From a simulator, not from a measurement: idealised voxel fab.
The name of this process module is voxel released beams.
For reference, the cross-section in this document is cut, with width 240 nm and square cells of 5 nm.
Heads up, the way a cross-section reads in here is a grid of square cells, handed over as bands from the top down, with every band being one or more rows of cells. Band: top height; bottom height; in nm. Then, left to right: material with width in nm, for each material. "everywhere": a single material spanning edge to edge. "air": empty space. Height is counted from the level 0, under which the received wafer is composed throughout of one material. The lowest of the bands is not closed at the bottom but continues downward, in the notation "0 -> down". Note: "30..40" means the width goes from the first number (top row of the band) to the second number (bottom row) in equal steps per row of cells. No cell of the cross-section changed in a step that is given as "changes: none". The entry "Sealed voids" lists the empty spaces that cover at least 8 cells and have no open path to the top. Each is written as width x height at distance, where the distance is measured from the left edge and all three values are in nm. Read whatever lies past the settings on a step's line as the simulator's own remark about the step. The "overlay nm" setting may appear on a step's line; for a step that uses a mask, it gives how far to the right of its planned position the mask lay, and a negative value indicates the left.
## Below is the list of planned process steps
1,RECEIVE, material Si
2,CONFORMAL_DEP, material SiN, thk nm 5
3,DIRECTIONAL_DEP, material SiO2, thk nm 20
4,DIRECTIONAL_DEP, material aC, thk nm 10
5,PATTERN, tone open, mask id ANCHOR, material resist, width nm 40, thk nm 25, overlay nm 0
6,DIRECTIONAL_ETCH, etch materials aC, depth nm 10
7,STRIP, etch materials resist
8,DIRECTIONAL_ETCH, etch materials SiO2, depth nm 20
9,STRIP, etch materials aC
10,CONFORMAL_DEP, material polySi, thk nm 15
11,DIRECTIONAL_DEP, material aC, thk nm 10
12,PATTERN, tone cover, mask id BEAM, material resist, width nm 90, thk nm 30, overlay nm 0
13,DIRECTIONAL_ETCH, etch materials aC, depth nm 10
14,STRIP, etch materials resist
15,DIRECTIONAL_ETCH, etch materials polySi, depth nm 15
16,STRIP, etch materials aC
17,STRIP, etch materials SiO2
## First out of two wafers; run went to plan
## Cross-sectional view of the wafer in its as-received condition, corresponding to the state after step 1
	0 -> down = Si everywhere
	Sealed voids: none
## Wafer xsec, post step 2
	5 -> 0 = SiN everywhere
	Below 0 it's all the same as before, nothing changed down there.
## Wafer xsec, post step 3
	25 -> 5 = SiO2 everywhere
	Below 5 it's all the same as before, nothing changed down there.
## Wafer xsec, post step 4
	35 -> 25 = aC everywhere
	Below 25 it's all the same as before, nothing changed down there.
## Wafer xsec, post step 5
	60 -> 35 = 75 nm resist, then 40 nm air, then 125 nm resist
	Below 35 it's all the same as before, nothing changed down there.
## Wafer xsec, post step 6
	50 -> 35 = 75 nm resist, then 40 nm air, then 125 nm resist
	35 -> 25 = 75 nm aC, then 40 nm air, then 125 nm aC
	Below 25 it's all the same as before, nothing changed down there.
## Wafer xsec, post step 7
	35 -> 25 = 75 nm aC, then 40 nm air, then 125 nm aC
	Below 25 it's all the same as before, nothing changed down there.
## Wafer xsec, post step 8
	35 -> 25 = 75 nm aC, then 40 nm air, then 125 nm aC
	25 -> 5 = 75 nm SiO2, then 40 nm air, then 125 nm SiO2
	Below 5 it's all the same as before, nothing changed down there.
## Wafer xsec, post step 9
	25 -> 5 = 75 nm SiO2, then 40 nm air, then 125 nm SiO2
	Below 5 it's all the same as before, nothing changed down there.
## Wafer xsec, post step 10
	40 -> 25 = 90 nm polySi, then 10 nm air, then 140 nm polySi
	25 -> 20 = 75 nm SiO2, then 15 nm polySi, then 10 nm air, then 15 nm polySi, then 125 nm SiO2
	20 -> 5 = 75 nm SiO2, then 40 nm polySi, then 125 nm SiO2
	Below 5 it's all the same as before, nothing changed down there.
## Wafer xsec, post step 11
	50 -> 40 = 90 nm aC, then 10 nm air, then 140 nm aC
	40 -> 30 = 90 nm polySi, then 10 nm air, then 140 nm polySi
	30 -> 25 = 90 nm polySi, then 10 nm aC, then 140 nm polySi
	25 -> 20 = 75 nm SiO2, then 15 nm polySi, then 10 nm aC, then 15 nm polySi, then 125 nm SiO2
	Below 20 it's all the same as before, nothing changed down there.
## Wafer xsec, post step 12
	80 -> 50 = 70 nm air, then 90 nm resist, then 80 nm air
	50 -> 40 = 90 nm aC, then 10 nm resist, then 140 nm aC
	40 -> 30 = 90 nm polySi, then 10 nm resist, then 140 nm polySi
	Below 30 it's all the same as before, nothing changed down there.
## Wafer xsec, post step 13
	70 -> 50 = 70 nm air, then 90 nm resist, then 80 nm air
	50 -> 40 = 70 nm air, then 20 nm aC, then 10 nm resist, then 60 nm aC, then 80 nm air
	Below 40 it's all the same as before, nothing changed down there.
## Wafer xsec, post step 14
	50 -> 40 = 70 nm air, then 20 nm aC, then 10 nm air, then 60 nm aC, then 80 nm air
	40 -> 30 = 90 nm polySi, then 10 nm air, then 140 nm polySi
	Below 30 it's all the same as before, nothing changed down there.
## Wafer xsec, post step 15
	50 -> 40 = 70 nm air, then 20 nm aC, then 10 nm air, then 60 nm aC, then 80 nm air
	40 -> 30 = 70 nm air, then 20 nm polySi, then 10 nm air, then 60 nm polySi, then 80 nm air
	30 -> 25 = 70 nm air, then 20 nm polySi, then 10 nm aC, then 60 nm polySi, then 80 nm air
	Below 25 it's all the same as before, nothing changed down there.
## Wafer xsec, post step 16
	40 -> 25 = 70 nm air, then 20 nm polySi, then 10 nm air, then 60 nm polySi, then 80 nm air
	25 -> 20 = 75 nm SiO2, then 15 nm polySi, then 10 nm air, then 15 nm polySi, then 125 nm SiO2
	Below 20 it's all the same as before, nothing changed down there.
## Wafer xsec, post step 17
	40 -> 25 = 70 nm air, then 20 nm polySi, then 10 nm air, then 60 nm polySi, then 80 nm air
	25 -> 20 = 75 nm air, then 15 nm polySi, then 10 nm air, then 15 nm polySi, then 125 nm air
	20 -> 5 = 75 nm air, then 40 nm polySi, then 125 nm air
	Below 5 it's all the same as before, nothing changed down there.
## Okay, second wafer. Nothing different at the start, nothing different in the plan, just one mistake somewhere in the running. As far as step 1, counting that step, it's the first wafer all over again
## Second wafer: cross-section at the scheduled end of step 2
	20 -> 0 = SiO2 everywhere
	Below 0 it's all the same as before, nothing changed down there.
## Second wafer: cross-section at the scheduled end of step 3
	25 -> 20 = SiN everywhere
	Below 20 it's all the same as before, nothing changed down there.
## Second wafer: cross-section at the scheduled end of step 4
	35 -> 25 = aC everywhere
	Below 25 it's all the same as before, nothing changed down there.
## Second wafer: cross-section at the scheduled end of step 5
	60 -> 35 = 75 nm resist, then 40 nm air, then 125 nm resist
	Below 35 it's all the same as before, nothing changed down there.
## Second wafer: cross-section at the scheduled end of step 6
	50 -> 35 = 75 nm resist, then 40 nm air, then 125 nm resist
	35 -> 25 = 75 nm aC, then 40 nm air, then 125 nm aC
	Below 25 it's all the same as before, nothing changed down there.
## Second wafer: cross-section at the scheduled end of step 7
	35 -> 25 = 75 nm aC, then 40 nm air, then 125 nm aC
	Below 25 it's all the same as before, nothing changed down there.
Second wafer: cross-section at the scheduled end of step 8: changes: none
## Second wafer: cross-section at the scheduled end of step 9
	25 -> 20 = SiN everywhere
	Below 20 it's all the same as before, nothing changed down there.
## Second wafer: cross-section at the scheduled end of step 10
	40 -> 25 = polySi everywhere
	Below 25 it's all the same as before, nothing changed down there.
## Second wafer: cross-section at the scheduled end of step 11
	50 -> 40 = aC everywhere
	Below 40 it's all the same as before, nothing changed down there.
## Second wafer: cross-section at the scheduled end of step 12
	80 -> 50 = 70 nm air, then 90 nm resist, then 80 nm air
	Below 50 it's all the same as before, nothing changed down there.
## Second wafer: cross-section at the scheduled end of step 13
	70 -> 50 = 70 nm air, then 90 nm resist, then 80 nm air
	50 -> 40 = 70 nm air, then 90 nm aC, then 80 nm air
	Below 40 it's all the same as before, nothing changed down there.
## Second wafer: cross-section at the scheduled end of step 14
	50 -> 40 = 70 nm air, then 90 nm aC, then 80 nm air
	Below 40 it's all the same as before, nothing changed down there.
## Second wafer: cross-section at the scheduled end of step 15
	50 -> 40 = 70 nm air, then 90 nm aC, then 80 nm air
	40 -> 25 = 70 nm air, then 90 nm polySi, then 80 nm air
	Below 25 it's all the same as before, nothing changed down there.
## Second wafer: cross-section at the scheduled end of step 16
	40 -> 25 = 70 nm air, then 90 nm polySi, then 80 nm air
	Below 25 it's all the same as before, nothing changed down there.
Second wafer: cross-section at the scheduled end of step 17: changes: none
Short version of what went wrong: steps 2 and 3: order swapped relative to plan
It is noted that, at the conclusion of processing, the second wafer exhibits a higher or lower cell count for certain materials relative to the first: SiO2: 192 more | polySi: 24 fewer
